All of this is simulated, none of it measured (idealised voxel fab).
Presented below is a process module, voxel ribs on slabs.
This is section cut - it's 145 nm across, gridded in 5 nm square cells.
Cross-section = grid of square cells, listed top down in bands; band = one or more rows. Basically the band line says how high the top is and how high the bottom is, in nm, and then what's in it from left to right, every material with its width in nm. Empty space shows up as "air", and if a single material carries "everywhere" it runs the full band edge to edge. The level at which height equals 0 is the one under which the wafer, as it arrives, is entirely one material. No lower edge exists for the bottom band, which continues downward and is notated as in "0 and below". Width: "30->40" (first number = top row, second number = bottom row, same change from row to row of cells). A step reported as "no change" is a step in which no cell of the cross-section changed. Under "Enclosed voids" you'll find the enclosed gaps, the ones with no way out to the top, that are 8 cells or bigger; each reads width x height at distance, with distance counted from the left edge, everything in nm. Whatever follows a step's settings on its line is a remark the simulator itself makes about that step. The optional step-line setting "overlay nm" applies to steps with a mask and quantifies how far to the right of its planned location the mask lay, a negative value indicating leftward placement.
The planned process steps are enumerated hereunder
| 1 | RECEIVE,material Si |
| 2 | DIRECTIONAL_DEP,material SiO2,thk nm 25 |
| 3 | DIRECTIONAL_DEP,material polySi,thk nm 25 |
| 4 | MASKED_ETCH,tone cover,mask id RIB,width nm 20,etch materials polySi,depth nm 10,overlay nm 0 |
| 5 | MASKED_ETCH,tone cover,mask id SLAB,width nm 70,etch materials polySi,depth nm 15,overlay nm 0 |
| 6 | FILL_DEP,material SiO2,thk nm 20 |
| 7 | CMP,height nm 65 |
| 8 | DIRECTIONAL_DEP,material W,thk nm 10 |
| 9 | DIRECTIONAL_DEP,material aC,thk nm 15 |
| 10 | PATTERN,tone cover,mask id HEATER,material resist,width nm 30,thk nm 30,overlay nm 0 |
| 11 | DIRECTIONAL_ETCH,etch materials aC,depth nm 15 |
| 12 | STRIP,etch materials resist |
| 13 | DIRECTIONAL_ETCH,etch materials W,depth nm 10 |
| 14 | STRIP,etch materials aC |
| 15 | CONFORMAL_DEP,material SiN,thk nm 10 |
So this is the incoming wafer in cross-section - it's already been through step 1
  0 and below = Si everywhere
  Enclosed voids: none
Module complete - cross-section of the first of two wafers, run according to plan
  85 down to 75 = air: 45; SiN: 50; air: 50
  75 down to 65 = SiN: 55; W: 30; SiN: 60
  65 down to 50 = SiO2 everywhere
  50 down to 40 = SiO2: 60; polySi: 20; SiO2: 65
  40 down to 25 = SiO2: 35; polySi: 70; SiO2: 40
  25 down to 0 = SiO2 everywhere
  0 and below = Si everywhere
  Enclosed voids: none
Cross-section, wafer two of two, end of module: same start and plan as wafer one, one error in execution
  85 down to 75 = air: 45; SiN: 50; air: 50
  75 down to 65 = SiN: 55; W: 30; SiN: 60
  65 down to 50 = SiO2 everywhere
  50 down to 40 = SiO2: 35; polySi: 25; SiO2: 20; polySi: 25; SiO2: 40
  40 down to 35 = SiO2: 35; polySi: 70; SiO2: 40
  35 down to 25 = polySi everywhere
  25 down to 0 = SiO2 everywhere
  0 and below = Si everywhere
  Enclosed voids: none
Deviation from plan: step 4 did not happen as planned, as run it was MASKED_ETCH,tone open,mask id RIB,width nm 20,etch materials polySi,depth nm 10,overlay nm 0
It is noted that, at the conclusion of processing, the second wafer exhibits a higher or lower cell count for certain materials relative to the first: 42 fewer of SiO2, 42 more of polySi
